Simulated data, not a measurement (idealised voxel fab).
Process module heading - voxel self aligned contacts
Displayed cross-section: cut, width of 225 nm, square cells sized 5 nm.
We lay out every cross-section as a grid of square cells and spell it out in bands from the top down, where one band means one or more rows of cells. Each band's line starts with the height of the band's top and of its bottom, in nm. Then come its materials from left to right, each with its width in nm. One material with "everywhere" fills the band from edge to edge. "air" is empty space. Beneath 0, the wafer as received is one material, and that level is where height counting begins. The lowest band goes on downward without a bottom; it is written like "from 0 down". Graded width ("30..40"): value in top row of band = first number; value in bottom row = second number; row-to-row change constant. When a step is marked "changes: none", none of the cells in the cross-section changed during that step. "Fully enclosed voids" specifies each empty space that is not open to the top and that occupies no fewer than 8 cells, using the form width x height at distance, the distance measured from the left edge and all three quantities in nm. The remark found on a step's line after its settings is issued by the simulator itself and pertains to that step. "overlay nm" answers the question of how far to the right of plan the mask lay on a step that has a mask, and when it is negative the answer is to the left. Every pair from here on: before one process step, after it. The after cross-section reaches only to the lowest band that changed. Below the pair: the step in between and its settings. Pairs can belong to different runs of this module on the same starting wafer; a pair carries on from the pair above only if the entry headed "Before-step section" says so.
### Before-step section
> from 0 down  Si everywhere
> Fully enclosed voids: none
### As Processed
> from 5 to 0  SiO2 everywhere
> Heights below 0 show no change.
> Fully enclosed voids: none
Which operation lies between the before and after views above? CONFORMAL_DEP (material SiO2; thk nm 5)
Before-step section: after-state, pair directly above.
### As Processed
> from 30 to 5  polySi everywhere
> Heights below 5 show no change.
> Fully enclosed voids: none
Which operation lies between the before and after views above? DIRECTIONAL_DEP (material polySi; thk nm 25)
Before-step section: after-state, pair directly above.
### As Processed
> from 50 to 30  SiN everywhere
> Heights below 30 show no change.
> Fully enclosed voids: none
Which operation lies between the before and after views above? DIRECTIONAL_DEP (material SiN; thk nm 20)
Before-step section: after-state, pair directly above.
### As Processed
> from 50 to 30  60 nm air; 30 nm SiN; 40 nm air; 30 nm SiN; 65 nm air
> Heights below 30 show no change.
> Fully enclosed voids: none
Which operation lies between the before and after views above? MASKED_ETCH (tone cover; mask id GATE; width nm 30; pitch nm 70; etch materials SiN; depth nm 20; overlay nm 0)
Before-step section: after-state, pair directly above.
### As Processed
> from 50 to 30  60 nm air; 30 nm SiN; 40 nm air; 30 nm SiN; 65 nm air
> from 30 to 5  60 nm air; 30 nm polySi; 40 nm air; 30 nm polySi; 65 nm air
> Heights below 5 show no change.
> Fully enclosed voids: none
Which operation lies between the before and after views above? MASKED_ETCH (tone cover; mask id GATE; width nm 30; pitch nm 70; etch materials polySi; depth nm 25; overlay nm 0)
Before-step section: after-state, pair directly above.
### As Processed
> from 60 to 30  50 nm air; 50 nm SiN; 20 nm air; 50 nm SiN; 55 nm air
> from 30 to 15  50 nm air; 10 nm SiN; 30 nm polySi; 10 nm SiN; 20 nm air; 10 nm SiN; 30 nm polySi; 10 nm SiN; 55 nm air
> from 15 to 5  60 nm SiN; 30 nm polySi; 40 nm SiN; 30 nm polySi; 65 nm SiN
> Heights below 5 show no change.
> Fully enclosed voids: none
Which operation lies between the before and after views above? CONFORMAL_DEP (material SiN; thk nm 10)
Before-step section: after-state, pair directly above.
### As Processed
> from 50 to 30  50 nm air; 50 nm SiN; 20 nm air; 50 nm SiN; 55 nm air
> from 30 to 5  50 nm air; 10 nm SiN; 30 nm polySi; 10 nm SiN; 20 nm air; 10 nm SiN; 30 nm polySi; 10 nm SiN; 55 nm air
> Heights below 5 show no change.
> Fully enclosed voids: none
Which operation lies between the before and after views above? DIRECTIONAL_ETCH (etch materials SiN; depth nm 10)
Before-step section: after-state, pair directly above.
### As Processed
> from 60 to 50  SiO2 everywhere
> from 50 to 30  50 nm SiO2; 50 nm SiN; 20 nm SiO2; 50 nm SiN; 55 nm SiO2
> from 30 to 5  50 nm SiO2; 10 nm SiN; 30 nm polySi; 10 nm SiN; 20 nm SiO2; 10 nm SiN; 30 nm polySi; 10 nm SiN; 55 nm SiO2
> Heights below 5 show no change.
> Fully enclosed voids: none
Which operation lies between the before and after views above? FILL_DEP (material SiO2; thk nm 10)
Before-step section: after-state, pair directly above.
### As Processed
> from 55 to 50  SiO2 everywhere
> Heights below 50 show no change.
> Fully enclosed voids: none
Which operation lies between the before and after views above? CMP (height nm 55)
Before-step section: after-state, pair directly above.
### As Processed
> from 75 to 55  85 nm resist; 50 nm air; 90 nm resist
> Heights below 55 show no change.
> Fully enclosed voids: none
Which operation lies between the before and after views above? PATTERN (tone open; mask id CONTACT; material resist; width nm 50; thk nm 20; overlay nm 0)
Before-step section: after-state, pair directly above.
### As Processed
> from 75 to 55  85 nm resist; 50 nm air; 90 nm resist
> from 55 to 50  85 nm SiO2; 50 nm air; 90 nm SiO2
> from 50 to 30  50 nm SiO2; 50 nm SiN; 20 nm air; 50 nm SiN; 55 nm SiO2
> from 30 to 5  50 nm SiO2; 10 nm SiN; 30 nm polySi; 10 nm SiN; 20 nm air; 10 nm SiN; 30 nm polySi; 10 nm SiN; 55 nm SiO2
> from 5 to 0  100 nm SiO2; 20 nm air; 105 nm SiO2
> Heights below 0 show no change.
> Fully enclosed voids: none
Which operation lies between the before and after views above? DIRECTIONAL_ETCH (etch materials SiO2; depth nm 55)
Before-step section: after-state, pair directly above.
### As Processed
> from 55 to 50  85 nm SiO2; 50 nm air; 90 nm SiO2
> Heights below 50 show no change.
> Fully enclosed voids: none
Which operation lies between the before and after views above? STRIP (etch materials resist)
Before-step section: after-state, pair directly above.
### As Processed
> from 60 to 55  90 nm TiN; 40 nm air; 95 nm TiN
> from 55 to 50  85 nm SiO2; 20 nm TiN; 10 nm air; 20 nm TiN; 90 nm SiO2
> from 50 to 30  50 nm SiO2; 50 nm SiN; 5 nm TiN; 10 nm air; 5 nm TiN; 50 nm SiN; 55 nm SiO2
> from 30 to 5  50 nm SiO2; 10 nm SiN; 30 nm polySi; 10 nm SiN; 5 nm TiN; 10 nm air; 5 nm TiN; 10 nm SiN; 30 nm polySi; 10 nm SiN; 55 nm SiO2
> from 5 to 0  100 nm SiO2; 20 nm TiN; 105 nm SiO2
> Heights below 0 show no change.
> Fully enclosed voids: none
Which operation lies between the before and after views above? CONFORMAL_DEP (material TiN; thk nm 5)
Before-step section: after-state, pair directly above.
### As Processed
> from 70 to 60  Ru everywhere
> from 60 to 55  90 nm TiN; 40 nm Ru; 95 nm TiN
> from 55 to 50  85 nm SiO2; 20 nm TiN; 10 nm Ru; 20 nm TiN; 90 nm SiO2
> from 50 to 30  50 nm SiO2; 50 nm SiN; 5 nm TiN; 10 nm Ru; 5 nm TiN; 50 nm SiN; 55 nm SiO2
> from 30 to 5  50 nm SiO2; 10 nm SiN; 30 nm polySi; 10 nm SiN; 5 nm TiN; 10 nm Ru; 5 nm TiN; 10 nm SiN; 30 nm polySi; 10 nm SiN; 55 nm SiO2
> Heights below 5 show no change.
> Fully enclosed voids: none
Which operation lies between the before and after views above? FILL_DEP (material Ru; thk nm 10)
Before-step section: after-state, pair directly above.
### As Processed
> from 55 to 50  85 nm SiO2; 20 nm TiN; 10 nm Ru; 20 nm TiN; 90 nm SiO2
> Heights below 50 show no change.
> Fully enclosed voids: none
Which operation lies between the before and after views above? CMP (height nm 55)
Before-step section: after-state, pair directly above.
### As Processed
> from 60 to 55  SiCN everywhere
> Heights below 55 show no change.
> Fully enclosed voids: none
Which operation lies between the before and after views above? CONFORMAL_DEP (material SiCN; thk nm 5)
### Before-step section
> from 0 down  Si everywhere
> Fully enclosed voids: none
### As Processed
> from 25 to 0  polySi everywhere
> Heights below 0 show no change.
> Fully enclosed voids: none
Which operation lies between the before and after views above? DIRECTIONAL_DEP (material polySi; thk nm 25)
Before-step section: after-state, pair directly above.
### As Processed
> from 45 to 25  SiN everywhere
> Heights below 25 show no change.
> Fully enclosed voids: none
Which operation lies between the before and after views above? DIRECTIONAL_DEP (material SiN; thk nm 20)
Before-step section: after-state, pair directly above.
### As Processed
> from 45 to 25  60 nm air; 30 nm SiN; 40 nm air; 30 nm SiN; 65 nm air
> Heights below 25 show no change.
> Fully enclosed voids: none
Which operation lies between the before and after views above? MASKED_ETCH (tone cover; mask id GATE; width nm 30; pitch nm 70; etch materials SiN; depth nm 20; overlay nm 0)
Before-step section: after-state, pair directly above.
### As Processed
> from 45 to 25  60 nm air; 30 nm SiN; 40 nm air; 30 nm SiN; 65 nm air
> from 25 to 0  60 nm air; 30 nm polySi; 40 nm air; 30 nm polySi; 65 nm air
> Heights below 0 show no change.
> Fully enclosed voids: none
Which operation lies between the before and after views above? MASKED_ETCH (tone cover; mask id GATE; width nm 30; pitch nm 70; etch materials polySi; depth nm 25; overlay nm 0)
Before-step section: after-state, pair directly above.
### As Processed
> from 55 to 25  50 nm air; 50 nm SiN; 20 nm air; 50 nm SiN; 55 nm air
> from 25 to 10  50 nm air; 10 nm SiN; 30 nm polySi; 10 nm SiN; 20 nm air; 10 nm SiN; 30 nm polySi; 10 nm SiN; 55 nm air
> from 10 to 0  60 nm SiN; 30 nm polySi; 40 nm SiN; 30 nm polySi; 65 nm SiN
> Heights below 0 show no change.
> Fully enclosed voids: none
Which operation lies between the before and after views above? CONFORMAL_DEP (material SiN; thk nm 10)
Before-step section: after-state, pair directly above.
### As Processed
> from 45 to 25  50 nm air; 50 nm SiN; 20 nm air; 50 nm SiN; 55 nm air
> from 25 to 0  50 nm air; 10 nm SiN; 30 nm polySi; 10 nm SiN; 20 nm air; 10 nm SiN; 30 nm polySi; 10 nm SiN; 55 nm air
> Heights below 0 show no change.
> Fully enclosed voids: none
Which operation lies between the before and after views above? DIRECTIONAL_ETCH (etch materials SiN; depth nm 10)
Before-step section: after-state, pair directly above.
### As Processed
> from 55 to 45  SiO2 everywhere
> from 45 to 25  50 nm SiO2; 50 nm SiN; 20 nm SiO2; 50 nm SiN; 55 nm SiO2
> from 25 to 0  50 nm SiO2; 10 nm SiN; 30 nm polySi; 10 nm SiN; 20 nm SiO2; 10 nm SiN; 30 nm polySi; 10 nm SiN; 55 nm SiO2
> Heights below 0 show no change.
> Fully enclosed voids: none
Which operation lies between the before and after views above? FILL_DEP (material SiO2; thk nm 10)
Before-step section: after-state, pair directly above.
### As Processed
> from 75 to 55  85 nm resist; 50 nm air; 90 nm resist
> Heights below 55 show no change.
> Fully enclosed voids: none
Which operation lies between the before and after views above? PATTERN (tone open; mask id CONTACT; material resist; width nm 50; thk nm 20; overlay nm 0)
Before-step section: after-state, pair directly above.
### As Processed
> from 75 to 55  85 nm resist; 50 nm air; 90 nm resist
> from 55 to 45  85 nm SiO2; 50 nm air; 90 nm SiO2
> from 45 to 25  50 nm SiO2; 50 nm SiN; 20 nm air; 50 nm SiN; 55 nm SiO2
> from 25 to 0  50 nm SiO2; 10 nm SiN; 30 nm polySi; 10 nm SiN; 20 nm air; 10 nm SiN; 30 nm polySi; 10 nm SiN; 55 nm SiO2
> Heights below 0 show no change.
> Fully enclosed voids: none
Which operation lies between the before and after views above? DIRECTIONAL_ETCH (etch materials SiO2; depth nm 55)
Before-step section: after-state, pair directly above.
### As Processed
> from 55 to 45  85 nm SiO2; 50 nm air; 90 nm SiO2
> Heights below 45 show no change.
> Fully enclosed voids: none
Which operation lies between the before and after views above? STRIP (etch materials resist)
Before-step section: after-state, pair directly above.
### As Processed
> from 60 to 55  90 nm TiN; 40 nm air; 95 nm TiN
> from 55 to 45  85 nm SiO2; 5..20 nm TiN; 40..10 nm air; 5..20 nm TiN; 90 nm SiO2
> from 45 to 25  50 nm SiO2; 50 nm SiN; 5 nm TiN; 10 nm air; 5 nm TiN; 50 nm SiN; 55 nm SiO2
> from 25 to 5  50 nm SiO2; 10 nm SiN; 30 nm polySi; 10 nm SiN; 5 nm TiN; 10 nm air; 5 nm TiN; 10 nm SiN; 30 nm polySi; 10 nm SiN; 55 nm SiO2
> from 5 to 0  50 nm SiO2; 10 nm SiN; 30 nm polySi; 10 nm SiN; 20 nm TiN; 10 nm SiN; 30 nm polySi; 10 nm SiN; 55 nm SiO2
> Heights below 0 show no change.
> Fully enclosed voids: none
Which operation lies between the before and after views above? CONFORMAL_DEP (material TiN; thk nm 5)
Before-step section: after-state, pair directly above.
### As Processed
> from 70 to 60  Ru everywhere
> from 60 to 55  90 nm TiN; 40 nm Ru; 95 nm TiN
> from 55 to 45  85 nm SiO2; 5..20 nm TiN; 40..10 nm Ru; 5..20 nm TiN; 90 nm SiO2
> from 45 to 25  50 nm SiO2; 50 nm SiN; 5 nm TiN; 10 nm Ru; 5 nm TiN; 50 nm SiN; 55 nm SiO2
> from 25 to 5  50 nm SiO2; 10 nm SiN; 30 nm polySi; 10 nm SiN; 5 nm TiN; 10 nm Ru; 5 nm TiN; 10 nm SiN; 30 nm polySi; 10 nm SiN; 55 nm SiO2
> Heights below 5 show no change.
> Fully enclosed voids: none
Which operation lies between the before and after views above? FILL_DEP (material Ru; thk nm 10)
Before-step section: after-state, pair directly above.
### As Processed
> from 55 to 45  85 nm SiO2; 5..20 nm TiN; 40..10 nm Ru; 5..20 nm TiN; 90 nm SiO2
> Heights below 45 show no change.
> Fully enclosed voids: none
Which operation lies between the before and after views above? CMP (height nm 55)
Before-step section: after-state, pair directly above.
### As Processed
> from 60 to 55  SiCN everywhere
> Heights below 55 show no change.
> Fully enclosed voids: none
Which operation lies between the before and after views above? CONFORMAL_DEP (material SiCN; thk nm 5)
### Before-step section
> from 50 to 30  SiN everywhere
> from 30 to 5  polySi everywhere
> from 5 to 0  SiO2 everywhere
> from 0 down  Si everywhere
> Fully enclosed voids: none
### As Processed
> from 70 to 30  SiN everywhere
> Heights below 30 show no change.
> Fully enclosed voids: none
Which operation lies between the before and after views above? DIRECTIONAL_DEP (material SiN; thk nm 20)
Before-step section: after-state, pair directly above.
### As Processed
> from 70 to 50  60 nm air; 30 nm SiN; 40 nm air; 30 nm SiN; 65 nm air
> Heights below 50 show no change.
> Fully enclosed voids: none
Which operation lies between the before and after views above? MASKED_ETCH (tone cover; mask id GATE; width nm 30; pitch nm 70; etch materials SiN; depth nm 20; overlay nm 0)
Before-step section: after-state, pair directly above.
### As Processed
> from 80 to 60  50 nm air; 50 nm SiN; 20 nm air; 50 nm SiN; 55 nm air
> from 60 to 30  SiN everywhere
> Heights below 30 show no change.
> Fully enclosed voids: none
Which operation lies between the before and after views above? CONFORMAL_DEP (material SiN; thk nm 10)
Before-step section: after-state, pair directly above.
### As Processed
> from 70 to 50  50 nm air; 50 nm SiN; 20 nm air; 50 nm SiN; 55 nm air
> Heights below 50 show no change.
> Fully enclosed voids: none
Which operation lies between the before and after views above? DIRECTIONAL_ETCH (etch materials SiN; depth nm 10)
Before-step section: after-state, pair directly above.
### As Processed
> from 80 to 70  SiO2 everywhere
> from 70 to 50  50 nm SiO2; 50 nm SiN; 20 nm SiO2; 50 nm SiN; 55 nm SiO2
> Heights below 50 show no change.
> Fully enclosed voids: none
Which operation lies between the before and after views above? FILL_DEP (material SiO2; thk nm 10)
Before-step section: after-state, pair directly above.
### As Processed
> from 55 to 50  50 nm SiO2; 50 nm SiN; 20 nm SiO2; 50 nm SiN; 55 nm SiO2
> Heights below 50 show no change.
> Fully enclosed voids: none
Which operation lies between the before and after views above? CMP (height nm 55)
Before-step section: after-state, pair directly above.
### As Processed
> from 75 to 55  85 nm resist; 50 nm air; 90 nm resist
> Heights below 55 show no change.
> Fully enclosed voids: none
Which operation lies between the before and after views above? PATTERN (tone open; mask id CONTACT; material resist; width nm 50; thk nm 20; overlay nm 0)
Before-step section: after-state, pair directly above.
### As Processed
> from 75 to 55  85 nm resist; 50 nm air; 90 nm resist
> from 55 to 50  50 nm SiO2; 50 nm SiN; 20 nm air; 50 nm SiN; 55 nm SiO2
> Heights below 50 show no change.
> Fully enclosed voids: none
Which operation lies between the before and after views above? DIRECTIONAL_ETCH (etch materials SiO2; depth nm 55)
Before-step section: after-state, pair directly above.
### As Processed
> from 55 to 50  50 nm SiO2; 50 nm SiN; 20 nm air; 50 nm SiN; 55 nm SiO2
> Heights below 50 show no change.
> Fully enclosed voids: none
Which operation lies between the before and after views above? STRIP (etch materials resist)
Before-step section: after-state, pair directly above.
### As Processed
> from 60 to 55  105 nm TiN; 10 nm air; 110 nm TiN
> from 55 to 50  50 nm SiO2; 50 nm SiN; 20 nm TiN; 50 nm SiN; 55 nm SiO2
> Heights below 50 show no change.
> Fully enclosed voids: none
Which operation lies between the before and after views above? CONFORMAL_DEP (material TiN; thk nm 5)
Before-step section: after-state, pair directly above.
### As Processed
> from 70 to 60  Ru everywhere
> from 60 to 55  105 nm TiN; 10 nm Ru; 110 nm TiN
> Heights below 55 show no change.
> Fully enclosed voids: none
Which operation lies between the before and after views above? FILL_DEP (material Ru; thk nm 10)
Before-step section: after-state, pair directly above.
### As Processed
> from 55 to 50  50 nm SiO2; 50 nm SiN; 20 nm TiN; 50 nm SiN; 55 nm SiO2
> Heights below 50 show no change.
> Fully enclosed voids: none
Which operation lies between the before and after views above? CMP (height nm 55)
Before-step section: after-state, pair directly above.
### As Processed
> from 60 to 55  SiCN everywhere
> Heights below 55 show no change.
> Fully enclosed voids: none
Which operation lies between the before and after views above? CONFORMAL_DEP (material SiCN; thk nm 5)
### Before-step section
> from 50 to 30  60 nm air; 30 nm SiN; 40 nm air; 30 nm SiN; 65 nm air
> from 30 to 5  60 nm air; 30 nm polySi; 40 nm air; 30 nm polySi; 65 nm air
> from 5 to 0  SiO2 everywhere
> from 0 down  Si everywhere
> Fully enclosed voids: none
### As Processed
> from 40 to 30  60 nm air; 30 nm SiN; 40 nm air; 30 nm SiN; 65 nm air
> Heights below 30 show no change.
> Fully enclosed voids: none
Which operation lies between the before and after views above? DIRECTIONAL_ETCH (etch materials SiN; depth nm 10)
Before-step section: after-state, pair directly above.
### As Processed
> from 50 to 30  50 nm air; 50 nm SiN; 20 nm air; 50 nm SiN; 55 nm air
> from 30 to 15  50 nm air; 10 nm SiN; 30 nm polySi; 10 nm SiN; 20 nm air; 10 nm SiN; 30 nm polySi; 10 nm SiN; 55 nm air
> from 15 to 5  60 nm SiN; 30 nm polySi; 40 nm SiN; 30 nm polySi; 65 nm SiN
> Heights below 5 show no change.
> Fully enclosed voids: none
Which operation lies between the before and after views above? CONFORMAL_DEP (material SiN; thk nm 10)
Before-step section: after-state, pair directly above.
### As Processed
> from 60 to 50  SiO2 everywhere
> from 50 to 30  50 nm SiO2; 50 nm SiN; 20 nm SiO2; 50 nm SiN; 55 nm SiO2
> from 30 to 15  50 nm SiO2; 10 nm SiN; 30 nm polySi; 10 nm SiN; 20 nm SiO2; 10 nm SiN; 30 nm polySi; 10 nm SiN; 55 nm SiO2
> Heights below 15 show no change.
> Fully enclosed voids: none
Which operation lies between the before and after views above? FILL_DEP (material SiO2; thk nm 10)
Before-step section: after-state, pair directly above.
### As Processed
> from 55 to 50  SiO2 everywhere
> Heights below 50 show no change.
> Fully enclosed voids: none
Which operation lies between the before and after views above? CMP (height nm 55)
Before-step section: after-state, pair directly above.
### As Processed
> from 75 to 55  85 nm resist; 50 nm air; 90 nm resist
> Heights below 55 show no change.
> Fully enclosed voids: none
Which operation lies between the before and after views above? PATTERN (tone open; mask id CONTACT; material resist; width nm 50; thk nm 20; overlay nm 0)
Before-step section: after-state, pair directly above.
### As Processed
> from 75 to 55  85 nm resist; 50 nm air; 90 nm resist
> from 55 to 50  85 nm SiO2; 50 nm air; 90 nm SiO2
> from 50 to 30  50 nm SiO2; 50 nm SiN; 20 nm air; 50 nm SiN; 55 nm SiO2
> from 30 to 15  50 nm SiO2; 10 nm SiN; 30 nm polySi; 10 nm SiN; 20 nm air; 10 nm SiN; 30 nm polySi; 10 nm SiN; 55 nm SiO2
> Heights below 15 show no change.
> Fully enclosed voids: none
Which operation lies between the before and after views above? DIRECTIONAL_ETCH (etch materials SiO2; depth nm 55)
Before-step section: after-state, pair directly above.
### As Processed
> from 55 to 50  85 nm SiO2; 50 nm air; 90 nm SiO2
> Heights below 50 show no change.
> Fully enclosed voids: none
Which operation lies between the before and after views above? STRIP (etch materials resist)
Before-step section: after-state, pair directly above.
### As Processed
> from 60 to 55  90 nm TiN; 40 nm air; 95 nm TiN
> from 55 to 50  85 nm SiO2; 20 nm TiN; 10 nm air; 20 nm TiN; 90 nm SiO2
> from 50 to 30  50 nm SiO2; 50 nm SiN; 5 nm TiN; 10 nm air; 5 nm TiN; 50 nm SiN; 55 nm SiO2
> from 30 to 20  50 nm SiO2; 10 nm SiN; 30 nm polySi; 10 nm SiN; 5 nm TiN; 10 nm air; 5 nm TiN; 10 nm SiN; 30 nm polySi; 10 nm SiN; 55 nm SiO2
> from 20 to 15  50 nm SiO2; 10 nm SiN; 30 nm polySi; 10 nm SiN; 20 nm TiN; 10 nm SiN; 30 nm polySi; 10 nm SiN; 55 nm SiO2
> Heights below 15 show no change.
> Fully enclosed voids: none
Which operation lies between the before and after views above? CONFORMAL_DEP (material TiN; thk nm 5)
Before-step section: after-state, pair directly above.
### As Processed
> from 70 to 60  Ru everywhere
> from 60 to 55  90 nm TiN; 40 nm Ru; 95 nm TiN
> from 55 to 50  85 nm SiO2; 20 nm TiN; 10 nm Ru; 20 nm TiN; 90 nm SiO2
> from 50 to 30  50 nm SiO2; 50 nm SiN; 5 nm TiN; 10 nm Ru; 5 nm TiN; 50 nm SiN; 55 nm SiO2
> from 30 to 20  50 nm SiO2; 10 nm SiN; 30 nm polySi; 10 nm SiN; 5 nm TiN; 10 nm Ru; 5 nm TiN; 10 nm SiN; 30 nm polySi; 10 nm SiN; 55 nm SiO2
> Heights below 20 show no change.
> Fully enclosed voids: none
Which operation lies between the before and after views above? FILL_DEP (material Ru; thk nm 10)
Before-step section: after-state, pair directly above.
### As Processed
> from 55 to 50  85 nm SiO2; 20 nm TiN; 10 nm Ru; 20 nm TiN; 90 nm SiO2
> Heights below 50 show no change.
> Fully enclosed voids: none
Which operation lies between the before and after views above? CMP (height nm 55)
Before-step section: after-state, pair directly above.
### As Processed
> from 60 to 55  SiCN everywhere
> Heights below 55 show no change.
> Fully enclosed voids: none
Which operation lies between the before and after views above? CONFORMAL_DEP (material SiCN; thk nm 5)
### Before-step section
> from 60 to 30  50 nm air; 50 nm SiN; 20 nm air; 50 nm SiN; 55 nm air
> from 30 to 15  50 nm air; 10 nm SiN; 30 nm polySi; 10 nm SiN; 20 nm air; 10 nm SiN; 30 nm polySi; 10 nm SiN; 55 nm air
> from 15 to 5  60 nm SiN; 30 nm polySi; 40 nm SiN; 30 nm polySi; 65 nm SiN
> from 5 to 0  SiO2 everywhere
> from 0 down  Si everywhere
> Fully enclosed voids: none
### As Processed
> from 55 to 30  50 nm air; 50 nm SiN; 20 nm air; 50 nm SiN; 55 nm air
> from 30 to 10  50 nm air; 10 nm SiN; 30 nm polySi; 10 nm SiN; 20 nm air; 10 nm SiN; 30 nm polySi; 10 nm SiN; 55 nm air
> Heights below 10 show no change.
> Fully enclosed voids: none
Which operation lies between the before and after views above? DIRECTIONAL_ETCH (etch materials SiN; depth nm 5)
Before-step section: after-state, pair directly above.
### As Processed
> from 65 to 55  SiO2 everywhere
> from 55 to 30  50 nm SiO2; 50 nm SiN; 20 nm SiO2; 50 nm SiN; 55 nm SiO2
> from 30 to 10  50 nm SiO2; 10 nm SiN; 30 nm polySi; 10 nm SiN; 20 nm SiO2; 10 nm SiN; 30 nm polySi; 10 nm SiN; 55 nm SiO2
> Heights below 10 show no change.
> Fully enclosed voids: none
Which operation lies between the before and after views above? FILL_DEP (material SiO2; thk nm 10)
Before-step section: after-state, pair directly above.
### As Processed
> from 55 to 30  50 nm SiO2; 50 nm SiN; 20 nm SiO2; 50 nm SiN; 55 nm SiO2
> Heights below 30 show no change.
> Fully enclosed voids: none
Which operation lies between the before and after views above? CMP (height nm 55)
Before-step section: after-state, pair directly above.
### As Processed
> from 75 to 55  85 nm resist; 50 nm air; 90 nm resist
> Heights below 55 show no change.
> Fully enclosed voids: none
Which operation lies between the before and after views above? PATTERN (tone open; mask id CONTACT; material resist; width nm 50; thk nm 20; overlay nm 0)
Before-step section: after-state, pair directly above.
### As Processed
> from 75 to 55  85 nm resist; 50 nm air; 90 nm resist
> from 55 to 30  50 nm SiO2; 50 nm SiN; 20 nm air; 50 nm SiN; 55 nm SiO2
> from 30 to 10  50 nm SiO2; 10 nm SiN; 30 nm polySi; 10 nm SiN; 20 nm air; 10 nm SiN; 30 nm polySi; 10 nm SiN; 55 nm SiO2
> Heights below 10 show no change.
> Fully enclosed voids: none
Which operation lies between the before and after views above? DIRECTIONAL_ETCH (etch materials SiO2; depth nm 55)
Before-step section: after-state, pair directly above.
### As Processed
> from 55 to 30  50 nm SiO2; 50 nm SiN; 20 nm air; 50 nm SiN; 55 nm SiO2
> Heights below 30 show no change.
> Fully enclosed voids: none
Which operation lies between the before and after views above? STRIP (etch materials resist)
Before-step section: after-state, pair directly above.
### As Processed
> from 60 to 55  105 nm TiN; 10 nm air; 110 nm TiN
> from 55 to 30  50 nm SiO2; 50 nm SiN; 5 nm TiN; 10 nm air; 5 nm TiN; 50 nm SiN; 55 nm SiO2
> from 30 to 15  50 nm SiO2; 10 nm SiN; 30 nm polySi; 10 nm SiN; 5 nm TiN; 10 nm air; 5 nm TiN; 10 nm SiN; 30 nm polySi; 10 nm SiN; 55 nm SiO2
> from 15 to 10  50 nm SiO2; 10 nm SiN; 30 nm polySi; 10 nm SiN; 20 nm TiN; 10 nm SiN; 30 nm polySi; 10 nm SiN; 55 nm SiO2
> Heights below 10 show no change.
> Fully enclosed voids: none
Which operation lies between the before and after views above? CONFORMAL_DEP (material TiN; thk nm 5)
Before-step section: after-state, pair directly above.
### As Processed
> from 70 to 60  Ru everywhere
> from 60 to 55  105 nm TiN; 10 nm Ru; 110 nm TiN
> from 55 to 30  50 nm SiO2; 50 nm SiN; 5 nm TiN; 10 nm Ru; 5 nm TiN; 50 nm SiN; 55 nm SiO2
> from 30 to 15  50 nm SiO2; 10 nm SiN; 30 nm polySi; 10 nm SiN; 5 nm TiN; 10 nm Ru; 5 nm TiN; 10 nm SiN; 30 nm polySi; 10 nm SiN; 55 nm SiO2
> Heights below 15 show no change.
> Fully enclosed voids: none
Which operation lies between the before and after views above? FILL_DEP (material Ru; thk nm 10)
Before-step section: after-state, pair directly above.
### As Processed
> from 55 to 30  50 nm SiO2; 50 nm SiN; 5 nm TiN; 10 nm Ru; 5 nm TiN; 50 nm SiN; 55 nm SiO2
> Heights below 30 show no change.
> Fully enclosed voids: none
Which operation lies between the before and after views above? CMP (height nm 55)
Before-step section: after-state, pair directly above.
### As Processed
> from 60 to 55  SiCN everywhere
> Heights below 55 show no change.
> Fully enclosed voids: none
Which operation lies between the before and after views above? CONFORMAL_DEP (material SiCN; thk nm 5)
### Before-step section
> from 55 to 50  SiO2 everywhere
> from 50 to 30  50 nm SiO2; 50 nm SiN; 20 nm SiO2; 50 nm SiN; 55 nm SiO2
> from 30 to 5  50 nm SiO2; 10 nm SiN; 30 nm polySi; 10 nm SiN; 20 nm SiO2; 10 nm SiN; 30 nm polySi; 10 nm SiN; 55 nm SiO2
> from 5 to 0  SiO2 everywhere
> from 0 down  Si everywhere
> Fully enclosed voids: none
### As Processed
> from 75 to 55  80 nm resist; 60 nm air; 85 nm resist
> Heights below 55 show no change.
> Fully enclosed voids: none
Which operation lies between the before and after views above? PATTERN (tone open; mask id CONTACT; material resist; width nm 60; thk nm 20; overlay nm 0)
Before-step section: after-state, pair directly above.
### As Processed
> from 75 to 55  80 nm resist; 60 nm air; 85 nm resist
> from 55 to 50  80 nm SiO2; 60 nm air; 85 nm SiO2
> from 50 to 30  50 nm SiO2; 50 nm SiN; 20 nm air; 50 nm SiN; 55 nm SiO2
> from 30 to 5  50 nm SiO2; 10 nm SiN; 30 nm polySi; 10 nm SiN; 20 nm air; 10 nm SiN; 30 nm polySi; 10 nm SiN; 55 nm SiO2
> from 5 to 0  100 nm SiO2; 20 nm air; 105 nm SiO2
> Heights below 0 show no change.
> Fully enclosed voids: none
Which operation lies between the before and after views above? DIRECTIONAL_ETCH (etch materials SiO2; depth nm 55)
Before-step section: after-state, pair directly above.
### As Processed
> from 55 to 50  80 nm SiO2; 60 nm air; 85 nm SiO2
> Heights below 50 show no change.
> Fully enclosed voids: none
Which operation lies between the before and after views above? STRIP (etch materials resist)
Before-step section: after-state, pair directly above.
### As Processed
> from 60 to 55  85 nm TiN; 50 nm air; 90 nm TiN
> from 55 to 50  80 nm SiO2; 25 nm TiN; 10 nm air; 25 nm TiN; 85 nm SiO2
> from 50 to 30  50 nm SiO2; 50 nm SiN; 5 nm TiN; 10 nm air; 5 nm TiN; 50 nm SiN; 55 nm SiO2
> from 30 to 5  50 nm SiO2; 10 nm SiN; 30 nm polySi; 10 nm SiN; 5 nm TiN; 10 nm air; 5 nm TiN; 10 nm SiN; 30 nm polySi; 10 nm SiN; 55 nm SiO2
> from 5 to 0  100 nm SiO2; 20 nm TiN; 105 nm SiO2
> Heights below 0 show no change.
> Fully enclosed voids: none
Which operation lies between the before and after views above? CONFORMAL_DEP (material TiN; thk nm 5)
Before-step section: after-state, pair directly above.
### As Processed
> from 70 to 60  Ru everywhere
> from 60 to 55  85 nm TiN; 50 nm Ru; 90 nm TiN
> from 55 to 50  80 nm SiO2; 25 nm TiN; 10 nm Ru; 25 nm TiN; 85 nm SiO2
> from 50 to 30  50 nm SiO2; 50 nm SiN; 5 nm TiN; 10 nm Ru; 5 nm TiN; 50 nm SiN; 55 nm SiO2
> from 30 to 5  50 nm SiO2; 10 nm SiN; 30 nm polySi; 10 nm SiN; 5 nm TiN; 10 nm Ru; 5 nm TiN; 10 nm SiN; 30 nm polySi; 10 nm SiN; 55 nm SiO2
> Heights below 5 show no change.
> Fully enclosed voids: none
Which operation lies between the before and after views above? FILL_DEP (material Ru; thk nm 10)
Before-step section: after-state, pair directly above.
### As Processed
> from 55 to 50  80 nm SiO2; 25 nm TiN; 10 nm Ru; 25 nm TiN; 85 nm SiO2
> Heights below 50 show no change.
> Fully enclosed voids: none
Which operation lies between the before and after views above? CMP (height nm 55)
Before-step section: after-state, pair directly above.
### As Processed
> from 60 to 55  SiCN everywhere
> Heights below 55 show no change.
> Fully enclosed voids: none
Which operation lies between the before and after views above? CONFORMAL_DEP (material SiCN; thk nm 5)
